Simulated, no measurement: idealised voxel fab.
process module | voxel spacer lines
cross-section cut | 200 nm wide | cells 5 nm
A cross-section is a grid of square cells, given in bands from the top down. A band is one or more rows of cells.
Each band's line starts with the height of the band's top and of its bottom, in nm. Then come its materials from left to right, each with its width in nm. One material with "throughout" fills the band from edge to edge. "air" is empty space.
Height 0 is the level under which the wafer as received is all one material. The lowest band goes on downwards, as in "0 down".
A width such as "30 to 40" changes by the same amount from each row of cells to the next, from the band's top row to its bottom row.
"no change" after a step means that no cell of the cross-section changed.
closed voids: empty space of 8 cells or more with no open way to the top, each as width x height at its distance from the left edge, in nm
after a step's settings: what the simulator itself notes on the step
overlay nm, on a step with a mask: how far to the right of its planned place the mask lay; to the left if negative
plan
1 op RECEIVE | material Si
2 op CONFORMAL_DEP | material Al2O3 | thk nm 10
3 op DIRECTIONAL_DEP | material TiN | thk nm 20
4 op DIRECTIONAL_DEP | material polySi | thk nm 30
5 op PATTERN | tone cover | mask id MANDREL | material resist | width nm 20 | pitch nm 60 | thk nm 35 | overlay nm 0
6 op DIRECTIONAL_ETCH | etch materials polySi | depth nm 30
7 op STRIP | etch materials resist
8 op CONFORMAL_DEP | material SiO2 | thk nm 10
9 op DIRECTIONAL_ETCH | etch materials SiO2 | depth nm 10
10 op STRIP | etch materials polySi
11 op DIRECTIONAL_ETCH | etch materials TiN | depth nm 20
12 op STRIP | etch materials SiO2
13 op FILL_DEP | material lowk | thk nm 5
14 op CMP | height nm 30
first wafer, as planned
as received, after step 1
  0 down: Si throughout
  closed voids: none
after step 2
  10 to 0: Al2O3 throughout
  below 0: unchanged
after step 3
  30 to 10: TiN throughout
  below 10: unchanged
after step 4
  60 to 30: polySi throughout
  below 30: unchanged
after step 5
  95 to 60: air 60 | resist 20 | air 40 | resist 20 | air 60
  below 60: unchanged
after step 6
  95 to 60: air 60 | resist 20 | air 40 | resist 20 | air 60
  60 to 30: air 60 | polySi 20 | air 40 | polySi 20 | air 60
  below 30: unchanged
after step 7
  60 to 30: air 60 | polySi 20 | air 40 | polySi 20 | air 60
  below 30: unchanged
after step 8
  70 to 60: air 50 | SiO2 40 | air 20 | SiO2 40 | air 50
  60 to 40: air 50 | SiO2 10 | polySi 20 | SiO2 10 | air 20 | SiO2 10 | polySi 20 | SiO2 10 | air 50
  40 to 30: SiO2 60 | polySi 20 | SiO2 40 | polySi 20 | SiO2 60
  below 30: unchanged
after step 9
  60 to 30: air 50 | SiO2 10 | polySi 20 | SiO2 10 | air 20 | SiO2 10 | polySi 20 | SiO2 10 | air 50
  below 30: unchanged
after step 10
  60 to 30: air 50 | SiO2 10 | air 20 | SiO2 10 | air 20 | SiO2 10 | air 20 | SiO2 10 | air 50
  below 30: unchanged
after step 11
  60 to 30: air 50 | SiO2 10 | air 20 | SiO2 10 | air 20 | SiO2 10 | air 20 | SiO2 10 | air 50
  30 to 10: air 50 | TiN 10 | air 20 | TiN 10 | air 20 | TiN 10 | air 20 | TiN 10 | air 50
  below 10: unchanged
after step 12
  30 to 10: air 50 | TiN 10 | air 20 | TiN 10 | air 20 | TiN 10 | air 20 | TiN 10 | air 50
  below 10: unchanged
after step 13
  35 to 30: lowk throughout
  30 to 10: lowk 50 | TiN 10 | lowk 20 | TiN 10 | lowk 20 | TiN 10 | lowk 20 | TiN 10 | lowk 50
  below 10: unchanged
after step 14
  30 to 10: lowk 50 | TiN 10 | lowk 20 | TiN 10 | lowk 20 | TiN 10 | lowk 20 | TiN 10 | lowk 50
  below 10: unchanged
second wafer: like start, like plan, one mistake. Through step 4 it matches the first wafer
when step 5 should have ended
  95 to 60: air 65 | resist 20 | air 40 | resist 20 | air 55
  below 60: unchanged
when step 6 should have ended
  95 to 60: air 65 | resist 20 | air 40 | resist 20 | air 55
  60 to 30: air 65 | polySi 20 | air 40 | polySi 20 | air 55
  below 30: unchanged
when step 7 should have ended
  60 to 30: air 65 | polySi 20 | air 40 | polySi 20 | air 55
  below 30: unchanged
when step 8 should have ended
  70 to 60: air 55 | SiO2 40 | air 20 | SiO2 40 | air 45
  60 to 40: air 55 | SiO2 10 | polySi 20 | SiO2 10 | air 20 | SiO2 10 | polySi 20 | SiO2 10 | air 45
  40 to 30: SiO2 65 | polySi 20 | SiO2 40 | polySi 20 | SiO2 55
  below 30: unchanged
when step 9 should have ended
  60 to 30: air 55 | SiO2 10 | polySi 20 | SiO2 10 | air 20 | SiO2 10 | polySi 20 | SiO2 10 | air 45
  below 30: unchanged
when step 10 should have ended
  60 to 30: air 55 | SiO2 10 | air 20 | SiO2 10 | air 20 | SiO2 10 | air 20 | SiO2 10 | air 45
  below 30: unchanged
when step 11 should have ended
  60 to 30: air 55 | SiO2 10 | air 20 | SiO2 10 | air 20 | SiO2 10 | air 20 | SiO2 10 | air 45
  30 to 10: air 55 | TiN 10 | air 20 | TiN 10 | air 20 | TiN 10 | air 20 | TiN 10 | air 45
  below 10: unchanged
when step 12 should have ended
  30 to 10: air 55 | TiN 10 | air 20 | TiN 10 | air 20 | TiN 10 | air 20 | TiN 10 | air 45
  below 10: unchanged
when step 13 should have ended
  35 to 30: lowk throughout
  30 to 10: lowk 55 | TiN 10 | lowk 20 | TiN 10 | lowk 20 | TiN 10 | lowk 20 | TiN 10 | lowk 45
  below 10: unchanged
when step 14 should have ended
  30 to 10: lowk 55 | TiN 10 | lowk 20 | TiN 10 | lowk 20 | TiN 10 | lowk 20 | TiN 10 | lowk 45
  below 10: unchanged
what went wrong: step 5 ran as: op PATTERN | tone cover | mask id MANDREL | material resist | width nm 20 | pitch nm 60 | thk nm 35 | overlay nm 5
at the end the second wafer has, in cells: as many of each material as the first, in other places
